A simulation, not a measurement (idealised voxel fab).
The process module presented herein is designated voxel released beams.
For reference, the cross-section in this document is cut, with width 195 nm and square cells of 5 nm.
In this document a cross-section is written as a grid of square cells. It is given as a series of bands, listed from the top down, and a band is one or more rows of cells.
Top, bottom (nm), then materials left to right with widths (nm); lone material tagged "all across" fills the whole band edge to edge; "empty" = empty space.
Height 0 is the level under which the wafer as received is all one material. The lowest band goes on downwards, as in "0..down".
With a width like "30..40", each row of cells in the band differs from the next by the same amount, the top row carrying the first number and the bottom row the second.
"identical to before" for a step: no cell of the cross-section changed in that step.
The list in "Closed void register" covers empty spaces of 8 cells or more that cannot reach the top through any open way, and it gives each as width x height at distance; the distance is from the left edge, and width, height and distance are in nm.
Whatever follows a step's settings on its line is a remark the simulator itself makes about that step.
"overlay nm" on a masked step: distance the mask lay right of its planned place, negative for left.
-- This section lists the process steps that were planned
| 1 | RECEIVE: material Si |
| 2 | CONFORMAL_DEP: material SiN, thk nm 5 |
| 3 | DIRECTIONAL_DEP: material SiO2, thk nm 10 |
| 4 | MASKED_ETCH: tone open, mask id ANCHOR, width nm 45, etch materials SiO2, depth nm 10, overlay nm 0 |
| 5 | CONFORMAL_DEP: material TiN, thk nm 15 |
| 6 | DIRECTIONAL_DEP: material aC, thk nm 10 |
| 7 | PATTERN: tone cover, mask id BEAM, material resist, width nm 120, thk nm 30, overlay nm 0 |
| 8 | DIRECTIONAL_ETCH: etch materials aC, depth nm 10 |
| 9 | STRIP: etch materials resist |
| 10 | DIRECTIONAL_ETCH: etch materials TiN, depth nm 15 |
| 11 | STRIP: etch materials aC |
| 12 | STRIP: etch materials SiO2 |
-- Cross-section: wafer on arrival = after step 1
  0..down = Si all across
  Closed void register: none
-- End-of-module cross-section. Starting structure and process plan as above; one mistake made in running it
  40..25 = empty 35, then TiN 120, then empty 40
  25..15 = TiN all across
  15..5 = SiO2 40, then TiN 45, then SiO2 110
  5..0 = SiN all across
  0..down = Si all across
  Closed void register: none
What was the processing mistake? step 5: run off-plan, actual operation and settings CONFORMAL_DEP: material TiN, thk nm 25
